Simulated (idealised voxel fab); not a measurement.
The process module that follows is named voxel transistor to metal.
Cross-sectional view cut (width: 150 nm; square cell size: 5 nm).
A cross-section in this document is a grid of square cells, and it is written down as bands, the top band listed before the ones below it; a band is made up of one or more rows of cells.
First you get the band's top height and its bottom height, in nm, and then the materials it's made of, left to right, with each width in nm. If you see a single material with "all across", that one covers the band edge to edge. "air" is empty space.
Heights from 0 (as-received wafer is one material below). Bottom band endless downward, as "0 down".
Note: "30..40" means the width goes from the first number (top row of the band) to the second number (bottom row) in equal steps per row of cells.
Key: "changes: none" - step with no changed cell in the cross-section.
Look at "Fully sealed voids" for the closed voids: empty spaces with no open path to the top, sized 8 cells or up. Each is width x height at distance, distance from the left edge, all nm.
Step line, after settings: the simulator's comment on this step.
The setting "overlay nm" may be written on the line of a step. When the step uses a mask, the value reports how far to the right of the planned place the mask lay, and a negative value reports that it lay to the left.
# The process steps that were planned are listed below
- 1: RECEIVE, material Si
- 2: CONFORMAL_DEP, material SiO2, thk nm 5
- 3: CONFORMAL_DEP, material SiN, thk nm 15
- 4: MASKED_ETCH, tone cover, mask id ACTIVE, width nm 105, etch materials SiN, depth nm 15, overlay nm 0
- 5: MASKED_ETCH, tone cover, mask id ACTIVE, width nm 105, etch materials SiO2, depth nm 5, overlay nm 0
- 6: MASKED_ETCH, tone cover, mask id ACTIVE, width nm 105, etch materials Si, depth nm 30, overlay nm 0
- 7: FILL_DEP, material SiO2, thk nm 10
- 8: CMP, height nm 20
- 9: SELECTIVE_ETCH, etch materials SiO2, depth nm 10
- 10: STRIP, etch materials SiN
- 11: SELECTIVE_ETCH, etch materials SiO2, depth nm 5
- 12: OXIDIZE, depth nm 5
- 13: DIRECTIONAL_DEP, material polySi, thk nm 20
- 14: DIRECTIONAL_DEP, material SiCN, thk nm 10
- 15: MASKED_ETCH, tone cover, mask id GATE, width nm 25, etch materials SiCN, depth nm 20, overlay nm 0
- 16: MASKED_ETCH, tone cover, mask id GATE, width nm 25, etch materials polySi, depth nm 30, overlay nm 0
- 17: CONFORMAL_DEP, material SiN, thk nm 5
- 18: DIRECTIONAL_ETCH, etch materials SiN, depth nm 5
- 19: DIRECTIONAL_ETCH, etch materials SiO2, depth nm 5
- 20: EPI, material nSi, thk nm 5
- 21: FILL_DEP, material SiO2, thk nm 10
- 22: CMP, height nm 30
- 23: DIRECTIONAL_DEP, material SiO2, thk nm 10
- 24: MASKED_ETCH, tone open, mask id CONTACT, width nm 15, pitch nm 80, etch materials SiO2, depth nm 40, overlay nm 0
- 25: CONFORMAL_DEP, material TiN, thk nm 5
- 26: FILL_DEP, material W, thk nm 10
- 27: CMP, height nm 40
- 28: CONFORMAL_DEP, material SiCN, thk nm 5
- 29: DIRECTIONAL_DEP, material SiO2, thk nm 15
- 30: MASKED_ETCH, tone open, mask id METAL_1, width nm 15, pitch nm 80, etch materials SiO2, depth nm 15, overlay nm 0
- 31: MASKED_ETCH, tone open, mask id METAL_1, width nm 15, pitch nm 80, etch materials SiCN, depth nm 5, overlay nm 0
- 32: CONFORMAL_DEP, material TiN, thk nm 5
- 33: FILL_DEP, material Cu, thk nm 10
- 34: CMP, height nm 60
- 35: CONFORMAL_DEP, material SiCN, thk nm 5
- 36: DIRECTIONAL_DEP, material SiO2, thk nm 25
- 37: MASKED_ETCH, tone open, mask id METAL_2, width nm 15, pitch nm 80, etch materials SiO2, depth nm 15, overlay nm 0
- 38: MASKED_ETCH, tone open, mask id METAL_2_HOLES, width nm 15, pitch nm 80, etch materials SiO2, depth nm 10, overlay nm 0
- 39: MASKED_ETCH, tone open, mask id METAL_2_HOLES, width nm 15, pitch nm 80, etch materials SiCN, depth nm 5, overlay nm 0
- 40: CONFORMAL_DEP, material TiN, thk nm 5
- 41: FILL_DEP, material Ru, thk nm 10
- 42: CMP, height nm 90
- 43: CONFORMAL_DEP, material SiN, thk nm 5
# Run as planned: first of two wafers
# Here's what the wafer looked like in cross-section when it arrived - that's after step 1
- 0 down = Si all across
- Fully sealed voids: none
# So this is the wafer cross-section right after step 2
- 5 to 0 = SiO2 all across
- Whatever lies below 0 is exactly as it was before.
# So this is the wafer cross-section right after step 3
- 20 to 5 = SiN all across
- Whatever lies below 5 is exactly as it was before.
# So this is the wafer cross-section right after step 4
- 20 to 5 = air=20  SiN=105  air=25
- Whatever lies below 5 is exactly as it was before.
# So this is the wafer cross-section right after step 5
- 20 to 5 = air=20  SiN=105  air=25
- 5 to 0 = air=20  SiO2=105  air=25
- Whatever lies below 0 is exactly as it was before.
# So this is the wafer cross-section right after step 6
- 20 to 5 = air=20  SiN=105  air=25
- 5 to 0 = air=20  SiO2=105  air=25
- 0 to -30 = air=20  Si=105  air=25
- Whatever lies below -30 is exactly as it was before.
# So this is the wafer cross-section right after step 7
- 30 to 20 = SiO2 all across
- 20 to 5 = SiO2=20  SiN=105  SiO2=25
- 5 to 0 = SiO2 all across
- 0 to -30 = SiO2=20  Si=105  SiO2=25
- Whatever lies below -30 is exactly as it was before.
# So this is the wafer cross-section right after step 8
- 20 to 5 = SiO2=20  SiN=105  SiO2=25
- Whatever lies below 5 is exactly as it was before.
# So this is the wafer cross-section right after step 9
- 20 to 10 = air=20  SiN=105  air=25
- Whatever lies below 10 is exactly as it was before.
# So this is the wafer cross-section right after step 10
- 10 to 5 = SiO2=20  air=105  SiO2=25
- Whatever lies below 5 is exactly as it was before.
# So this is the wafer cross-section right after step 11
- 5 to 0 = SiO2=15  air=115  SiO2=20
- Whatever lies below 0 is exactly as it was before.
# So this is the wafer cross-section right after step 12
- 5 to 0 = SiO2=15  air=115  SiO2=20
- 0 to -5 = SiO2 all across
- Whatever lies below -5 is exactly as it was before.
# So this is the wafer cross-section right after step 13
- 25 to 20 = polySi=15  air=115  polySi=20
- 20 to 5 = polySi all across
- 5 to 0 = SiO2=15  polySi=115  SiO2=20
- Whatever lies below 0 is exactly as it was before.
# So this is the wafer cross-section right after step 14
- 35 to 30 = SiCN=15  air=115  SiCN=20
- 30 to 25 = SiCN all across
- 25 to 20 = polySi=15  SiCN=115  polySi=20
- Whatever lies below 20 is exactly as it was before.
# So this is the wafer cross-section right after step 15
- 30 to 25 = air=60  SiCN=25  air=65
- 25 to 20 = polySi=15  air=45  SiCN=25  air=45  polySi=20
- Whatever lies below 20 is exactly as it was before.
# So this is the wafer cross-section right after step 16
- 30 to 20 = air=60  SiCN=25  air=65
- 20 to 5 = air=60  polySi=25  air=65
- 5 to 0 = SiO2=15  air=45  polySi=25  air=45  SiO2=20
- Whatever lies below 0 is exactly as it was before.
# So this is the wafer cross-section right after step 17
- 35 to 30 = air=55  SiN=35  air=60
- 30 to 20 = air=55  SiN=5  SiCN=25  SiN=5  air=60
- 20 to 10 = air=55  SiN=5  polySi=25  SiN=5  air=60
- 10 to 5 = SiN=20  air=35  SiN=5  polySi=25  SiN=5  air=35  SiN=25
- 5 to 0 = SiO2=15  SiN=45  polySi=25  SiN=45  SiO2=20
- Whatever lies below 0 is exactly as it was before.
# So this is the wafer cross-section right after step 18
- 30 to 20 = air=55  SiN=5  SiCN=25  SiN=5  air=60
- 20 to 5 = air=55  SiN=5  polySi=25  SiN=5  air=60
- 5 to 0 = SiO2=15  SiN=5  air=35  SiN=5  polySi=25  SiN=5  air=35  SiN=5  SiO2=20
- Whatever lies below 0 is exactly as it was before.
# So this is the wafer cross-section right after step 19
- 30 to 20 = air=55  SiN=5  SiCN=25  SiN=5  air=60
- 20 to 5 = air=55  SiN=5  polySi=25  SiN=5  air=60
- 5 to 0 = air=15  SiN=5  air=35  SiN=5  polySi=25  SiN=5  air=35  SiN=5  air=20
- 0 to -5 = SiO2=20  air=35  SiO2=35  air=35  SiO2=25
- Whatever lies below -5 is exactly as it was before.
# So this is the wafer cross-section right after step 20
- 30 to 20 = air=55  SiN=5  SiCN=25  SiN=5  air=60
- 20 to 5 = air=55  SiN=5  polySi=25  SiN=5  air=60
- 5 to 0 = air=15  SiN=5  air=35  SiN=5  polySi=25  SiN=5  air=35  SiN=5  air=20
- 0 to -5 = SiO2=20  nSi=35  SiO2=35  nSi=35  SiO2=25
- Whatever lies below -5 is exactly as it was before.
# So this is the wafer cross-section right after step 21
- 40 to 30 = SiO2 all across
- 30 to 20 = SiO2=55  SiN=5  SiCN=25  SiN=5  SiO2=60
- 20 to 5 = SiO2=55  SiN=5  polySi=25  SiN=5  SiO2=60
- 5 to 0 = SiO2=15  SiN=5  SiO2=35  SiN=5  polySi=25  SiN=5  SiO2=35  SiN=5  SiO2=20
- Whatever lies below 0 is exactly as it was before.
# So this is the wafer cross-section right after step 22
- 30 to 20 = SiO2=55  SiN=5  SiCN=25  SiN=5  SiO2=60
- Whatever lies below 20 is exactly as it was before.
# So this is the wafer cross-section right after step 23
- 40 to 30 = SiO2 all across
- Whatever lies below 30 is exactly as it was before.
# So this is the wafer cross-section right after step 24
- 40 to 30 = SiO2=25  air=15  SiO2=65  air=15  SiO2=30
- 30 to 20 = SiO2=25  air=15  SiO2=15  SiN=5  SiCN=25  SiN=5  SiO2=15  air=15  SiO2=30
- 20 to 5 = SiO2=25  air=15  SiO2=15  SiN=5  polySi=25  SiN=5  SiO2=15  air=15  SiO2=30
- 5 to 0 = SiO2=15  SiN=5  SiO2=5  air=15  SiO2=15  SiN=5  polySi=25  SiN=5  SiO2=15  air=15  SiO2=5  SiN=5  SiO2=20
- Whatever lies below 0 is exactly as it was before.
# So this is the wafer cross-section right after step 25
- 45 to 40 = TiN=30  air=5  TiN=75  air=5  TiN=35
- 40 to 30 = SiO2=25  TiN=5  air=5  TiN=5  SiO2=65  TiN=5  air=5  TiN=5  SiO2=30
- 30 to 20 = SiO2=25  TiN=5  air=5  TiN=5  SiO2=15  SiN=5  SiCN=25  SiN=5  SiO2=15  TiN=5  air=5  TiN=5  SiO2=30
- 20 to 5 = SiO2=25  TiN=5  air=5  TiN=5  SiO2=15  SiN=5  polySi=25  SiN=5  SiO2=15  TiN=5  air=5  TiN=5  SiO2=30
- 5 to 0 = SiO2=15  SiN=5  SiO2=5  TiN=15  SiO2=15  SiN=5  polySi=25  SiN=5  SiO2=15  TiN=15  SiO2=5  SiN=5  SiO2=20
- Whatever lies below 0 is exactly as it was before.
# So this is the wafer cross-section right after step 26
- 55 to 45 = W all across
- 45 to 40 = TiN=30  W=5  TiN=75  W=5  TiN=35
- 40 to 30 = SiO2=25  TiN=5  W=5  TiN=5  SiO2=65  TiN=5  W=5  TiN=5  SiO2=30
- 30 to 20 = SiO2=25  TiN=5  W=5  TiN=5  SiO2=15  SiN=5  SiCN=25  SiN=5  SiO2=15  TiN=5  W=5  TiN=5  SiO2=30
- 20 to 5 = SiO2=25  TiN=5  W=5  TiN=5  SiO2=15  SiN=5  polySi=25  SiN=5  SiO2=15  TiN=5  W=5  TiN=5  SiO2=30
- Whatever lies below 5 is exactly as it was before.
# So this is the wafer cross-section right after step 27
- 40 to 30 = SiO2=25  TiN=5  W=5  TiN=5  SiO2=65  TiN=5  W=5  TiN=5  SiO2=30
- Whatever lies below 30 is exactly as it was before.
# So this is the wafer cross-section right after step 28
- 45 to 40 = SiCN all across
- Whatever lies below 40 is exactly as it was before.
# So this is the wafer cross-section right after step 29
- 60 to 45 = SiO2 all across
- Whatever lies below 45 is exactly as it was before.
# So this is the wafer cross-section right after step 30
- 60 to 45 = SiO2=25  air=15  SiO2=65  air=15  SiO2=30
- Whatever lies below 45 is exactly as it was before.
# So this is the wafer cross-section right after step 31
- 60 to 45 = SiO2=25  air=15  SiO2=65  air=15  SiO2=30
- 45 to 40 = SiCN=25  air=15  SiCN=65  air=15  SiCN=30
- Whatever lies below 40 is exactly as it was before.
# So this is the wafer cross-section right after step 32
- 65 to 60 = TiN=30  air=5  TiN=75  air=5  TiN=35
- 60 to 45 = SiO2=25  TiN=5  air=5  TiN=5  SiO2=65  TiN=5  air=5  TiN=5  SiO2=30
- 45 to 40 = SiCN=25  TiN=15  SiCN=65  TiN=15  SiCN=30
- Whatever lies below 40 is exactly as it was before.
# So this is the wafer cross-section right after step 33
- 75 to 65 = Cu all across
- 65 to 60 = TiN=30  Cu=5  TiN=75  Cu=5  TiN=35
- 60 to 45 = SiO2=25  TiN=5  Cu=5  TiN=5  SiO2=65  TiN=5  Cu=5  TiN=5  SiO2=30
- Whatever lies below 45 is exactly as it was before.
# So this is the wafer cross-section right after step 34
- 60 to 45 = SiO2=25  TiN=5  Cu=5  TiN=5  SiO2=65  TiN=5  Cu=5  TiN=5  SiO2=30
- Whatever lies below 45 is exactly as it was before.
# So this is the wafer cross-section right after step 35
- 65 to 60 = SiCN all across
- Whatever lies below 60 is exactly as it was before.
# So this is the wafer cross-section right after step 36
- 90 to 65 = SiO2 all across
- Whatever lies below 65 is exactly as it was before.
# So this is the wafer cross-section right after step 37
- 90 to 75 = SiO2=25  air=15  SiO2=65  air=15  SiO2=30
- Whatever lies below 75 is exactly as it was before.
# So this is the wafer cross-section right after step 38
- 90 to 65 = SiO2=25  air=15  SiO2=65  air=15  SiO2=30
- Whatever lies below 65 is exactly as it was before.
# So this is the wafer cross-section right after step 39
- 90 to 65 = SiO2=25  air=15  SiO2=65  air=15  SiO2=30
- 65 to 60 = SiCN=25  air=15  SiCN=65  air=15  SiCN=30
- Whatever lies below 60 is exactly as it was before.
# So this is the wafer cross-section right after step 40
- 95 to 90 = TiN=30  air=5  TiN=75  air=5  TiN=35
- 90 to 65 = SiO2=25  TiN=5  air=5  TiN=5  SiO2=65  TiN=5  air=5  TiN=5  SiO2=30
- 65 to 60 = SiCN=25  TiN=15  SiCN=65  TiN=15  SiCN=30
- Whatever lies below 60 is exactly as it was before.
# So this is the wafer cross-section right after step 41
- 105 to 95 = Ru all across
- 95 to 90 = TiN=30  Ru=5  TiN=75  Ru=5  TiN=35
- 90 to 65 = SiO2=25  TiN=5  Ru=5  TiN=5  SiO2=65  TiN=5  Ru=5  TiN=5  SiO2=30
- Whatever lies below 65 is exactly as it was before.
# So this is the wafer cross-section right after step 42
- 90 to 65 = SiO2=25  TiN=5  Ru=5  TiN=5  SiO2=65  TiN=5  Ru=5  TiN=5  SiO2=30
- Whatever lies below 65 is exactly as it was before.
# So this is the wafer cross-section right after step 43
- 95 to 90 = SiN all across
- Whatever lies below 90 is exactly as it was before.
# second wafer: like start, like plan, one mistake. Through step 14 it matches the first wafer
# Second wafer cross-section, taken as of the time the plan sets for step 15 to be done
- 30 to 25 = air=65  SiCN=20  air=65
- 25 to 20 = polySi=15  air=50  SiCN=20  air=45  polySi=20
- Whatever lies below 20 is exactly as it was before.
# Second wafer cross-section, taken as of the time the plan sets for step 16 to be done
- 30 to 20 = air=65  SiCN=20  air=65
- 20 to 5 = air=60  polySi=25  air=65
- 5 to 0 = SiO2=15  air=45  polySi=25  air=45  SiO2=20
- Whatever lies below 0 is exactly as it was before.
# Second wafer cross-section, taken as of the time the plan sets for step 17 to be done
- 35 to 30 = air=60  SiN=30  air=60
- 30 to 20 = air=60..55  SiN=5..10  SiCN=20  SiN=5  air=60
- 20 to 10 = air=55  SiN=5  polySi=25  SiN=5  air=60
- 10 to 5 = SiN=20  air=35  SiN=5  polySi=25  SiN=5  air=35  SiN=25
- 5 to 0 = SiO2=15  SiN=45  polySi=25  SiN=45  SiO2=20
- Whatever lies below 0 is exactly as it was before.
# Second wafer cross-section, taken as of the time the plan sets for step 18 to be done
- 30 to 20 = air=60  SiN=5  SiCN=20  SiN=5  air=60
- 20 to 5 = air=55  SiN=5  polySi=25  SiN=5  air=60
- 5 to 0 = SiO2=15  SiN=5  air=35  SiN=5  polySi=25  SiN=5  air=35  SiN=5  SiO2=20
- Whatever lies below 0 is exactly as it was before.
# Second wafer cross-section, taken as of the time the plan sets for step 19 to be done
- 30 to 20 = air=60  SiN=5  SiCN=20  SiN=5  air=60
- 20 to 5 = air=55  SiN=5  polySi=25  SiN=5  air=60
- 5 to 0 = air=15  SiN=5  air=35  SiN=5  polySi=25  SiN=5  air=35  SiN=5  air=20
- 0 to -5 = SiO2=20  air=35  SiO2=35  air=35  SiO2=25
- Whatever lies below -5 is exactly as it was before.
# Second wafer cross-section, taken as of the time the plan sets for step 20 to be done
- 30 to 20 = air=60  SiN=5  SiCN=20  SiN=5  air=60
- 20 to 5 = air=55  SiN=5  polySi=25  SiN=5  air=60
- 5 to 0 = air=15  SiN=5  air=35  SiN=5  polySi=25  SiN=5  air=35  SiN=5  air=20
- 0 to -5 = SiO2=20  nSi=35  SiO2=35  nSi=35  SiO2=25
- Whatever lies below -5 is exactly as it was before.
# Second wafer cross-section, taken as of the time the plan sets for step 21 to be done
- 40 to 30 = SiO2 all across
- 30 to 20 = SiO2=60  SiN=5  SiCN=20  SiN=5  SiO2=60
- 20 to 5 = SiO2=55  SiN=5  polySi=25  SiN=5  SiO2=60
- 5 to 0 = SiO2=15  SiN=5  SiO2=35  SiN=5  polySi=25  SiN=5  SiO2=35  SiN=5  SiO2=20
- Whatever lies below 0 is exactly as it was before.
# Second wafer cross-section, taken as of the time the plan sets for step 22 to be done
- 30 to 20 = SiO2=60  SiN=5  SiCN=20  SiN=5  SiO2=60
- Whatever lies below 20 is exactly as it was before.
# Second wafer cross-section, taken as of the time the plan sets for step 23 to be done
- 40 to 30 = SiO2 all across
- Whatever lies below 30 is exactly as it was before.
# Second wafer cross-section, taken as of the time the plan sets for step 24 to be done
- 40 to 30 = SiO2=25  air=15  SiO2=65  air=15  SiO2=30
- 30 to 20 = SiO2=25  air=15  SiO2=20  SiN=5  SiCN=20  SiN=5  SiO2=15  air=15  SiO2=30
- 20 to 5 = SiO2=25  air=15  SiO2=15  SiN=5  polySi=25  SiN=5  SiO2=15  air=15  SiO2=30
- 5 to 0 = SiO2=15  SiN=5  SiO2=5  air=15  SiO2=15  SiN=5  polySi=25  SiN=5  SiO2=15  air=15  SiO2=5  SiN=5  SiO2=20
- Whatever lies below 0 is exactly as it was before.
# Second wafer cross-section, taken as of the time the plan sets for step 25 to be done
- 45 to 40 = TiN=30  air=5  TiN=75  air=5  TiN=35
- 40 to 30 = SiO2=25  TiN=5  air=5  TiN=5  SiO2=65  TiN=5  air=5  TiN=5  SiO2=30
- 30 to 20 = SiO2=25  TiN=5  air=5  TiN=5  SiO2=20  SiN=5  SiCN=20  SiN=5  SiO2=15  TiN=5  air=5  TiN=5  SiO2=30
- 20 to 5 = SiO2=25  TiN=5  air=5  TiN=5  SiO2=15  SiN=5  polySi=25  SiN=5  SiO2=15  TiN=5  air=5  TiN=5  SiO2=30
- 5 to 0 = SiO2=15  SiN=5  SiO2=5  TiN=15  SiO2=15  SiN=5  polySi=25  SiN=5  SiO2=15  TiN=15  SiO2=5  SiN=5  SiO2=20
- Whatever lies below 0 is exactly as it was before.
# Second wafer cross-section, taken as of the time the plan sets for step 26 to be done
- 55 to 45 = W all across
- 45 to 40 = TiN=30  W=5  TiN=75  W=5  TiN=35
- 40 to 30 = SiO2=25  TiN=5  W=5  TiN=5  SiO2=65  TiN=5  W=5  TiN=5  SiO2=30
- 30 to 20 = SiO2=25  TiN=5  W=5  TiN=5  SiO2=20  SiN=5  SiCN=20  SiN=5  SiO2=15  TiN=5  W=5  TiN=5  SiO2=30
- 20 to 5 = SiO2=25  TiN=5  W=5  TiN=5  SiO2=15  SiN=5  polySi=25  SiN=5  SiO2=15  TiN=5  W=5  TiN=5  SiO2=30
- Whatever lies below 5 is exactly as it was before.
# Second wafer cross-section, taken as of the time the plan sets for step 27 to be done
- 40 to 30 = SiO2=25  TiN=5  W=5  TiN=5  SiO2=65  TiN=5  W=5  TiN=5  SiO2=30
- Whatever lies below 30 is exactly as it was before.
# Second wafer cross-section, taken as of the time the plan sets for step 28 to be done
- 45 to 40 = SiCN all across
- Whatever lies below 40 is exactly as it was before.
# Second wafer cross-section, taken as of the time the plan sets for step 29 to be done
- 60 to 45 = SiO2 all across
- Whatever lies below 45 is exactly as it was before.
# Second wafer cross-section, taken as of the time the plan sets for step 30 to be done
- 60 to 45 = SiO2=25  air=15  SiO2=65  air=15  SiO2=30
- Whatever lies below 45 is exactly as it was before.
# Second wafer cross-section, taken as of the time the plan sets for step 31 to be done
- 60 to 45 = SiO2=25  air=15  SiO2=65  air=15  SiO2=30
- 45 to 40 = SiCN=25  air=15  SiCN=65  air=15  SiCN=30
- Whatever lies below 40 is exactly as it was before.
# Second wafer cross-section, taken as of the time the plan sets for step 32 to be done
- 65 to 60 = TiN=30  air=5  TiN=75  air=5  TiN=35
- 60 to 45 = SiO2=25  TiN=5  air=5  TiN=5  SiO2=65  TiN=5  air=5  TiN=5  SiO2=30
- 45 to 40 = SiCN=25  TiN=15  SiCN=65  TiN=15  SiCN=30
- Whatever lies below 40 is exactly as it was before.
# Second wafer cross-section, taken as of the time the plan sets for step 33 to be done
- 75 to 65 = Cu all across
- 65 to 60 = TiN=30  Cu=5  TiN=75  Cu=5  TiN=35
- 60 to 45 = SiO2=25  TiN=5  Cu=5  TiN=5  SiO2=65  TiN=5  Cu=5  TiN=5  SiO2=30
- Whatever lies below 45 is exactly as it was before.
# Second wafer cross-section, taken as of the time the plan sets for step 34 to be done
- 60 to 45 = SiO2=25  TiN=5  Cu=5  TiN=5  SiO2=65  TiN=5  Cu=5  TiN=5  SiO2=30
- Whatever lies below 45 is exactly as it was before.
# Second wafer cross-section, taken as of the time the plan sets for step 35 to be done
- 65 to 60 = SiCN all across
- Whatever lies below 60 is exactly as it was before.
# Second wafer cross-section, taken as of the time the plan sets for step 36 to be done
- 90 to 65 = SiO2 all across
- Whatever lies below 65 is exactly as it was before.
# Second wafer cross-section, taken as of the time the plan sets for step 37 to be done
- 90 to 75 = SiO2=25  air=15  SiO2=65  air=15  SiO2=30
- Whatever lies below 75 is exactly as it was before.
# Second wafer cross-section, taken as of the time the plan sets for step 38 to be done
- 90 to 65 = SiO2=25  air=15  SiO2=65  air=15  SiO2=30
- Whatever lies below 65 is exactly as it was before.
# Second wafer cross-section, taken as of the time the plan sets for step 39 to be done
- 90 to 65 = SiO2=25  air=15  SiO2=65  air=15  SiO2=30
- 65 to 60 = SiCN=25  air=15  SiCN=65  air=15  SiCN=30
- Whatever lies below 60 is exactly as it was before.
# Second wafer cross-section, taken as of the time the plan sets for step 40 to be done
- 95 to 90 = TiN=30  air=5  TiN=75  air=5  TiN=35
- 90 to 65 = SiO2=25  TiN=5  air=5  TiN=5  SiO2=65  TiN=5  air=5  TiN=5  SiO2=30
- 65 to 60 = SiCN=25  TiN=15  SiCN=65  TiN=15  SiCN=30
- Whatever lies below 60 is exactly as it was before.
# Second wafer cross-section, taken as of the time the plan sets for step 41 to be done
- 105 to 95 = Ru all across
- 95 to 90 = TiN=30  Ru=5  TiN=75  Ru=5  TiN=35
- 90 to 65 = SiO2=25  TiN=5  Ru=5  TiN=5  SiO2=65  TiN=5  Ru=5  TiN=5  SiO2=30
- Whatever lies below 65 is exactly as it was before.
# Second wafer cross-section, taken as of the time the plan sets for step 42 to be done
- 90 to 65 = SiO2=25  TiN=5  Ru=5  TiN=5  SiO2=65  TiN=5  Ru=5  TiN=5  SiO2=30
- Whatever lies below 65 is exactly as it was before.
# Second wafer cross-section, taken as of the time the plan sets for step 43 to be done
- 95 to 90 = SiN all across
- Whatever lies below 90 is exactly as it was before.
Deviation noted in wafer processing: it should be noted that step 15 was executed with settings other than those planned, the operation and settings actually applied being MASKED_ETCH, tone cover, mask id GATE, width nm 20, etch materials SiCN, depth nm 20, overlay nm 0
Wafer comparison, final, in cells, second relative to first, materials more or fewer: SiCN: 2 fewer | SiO2: 2 more
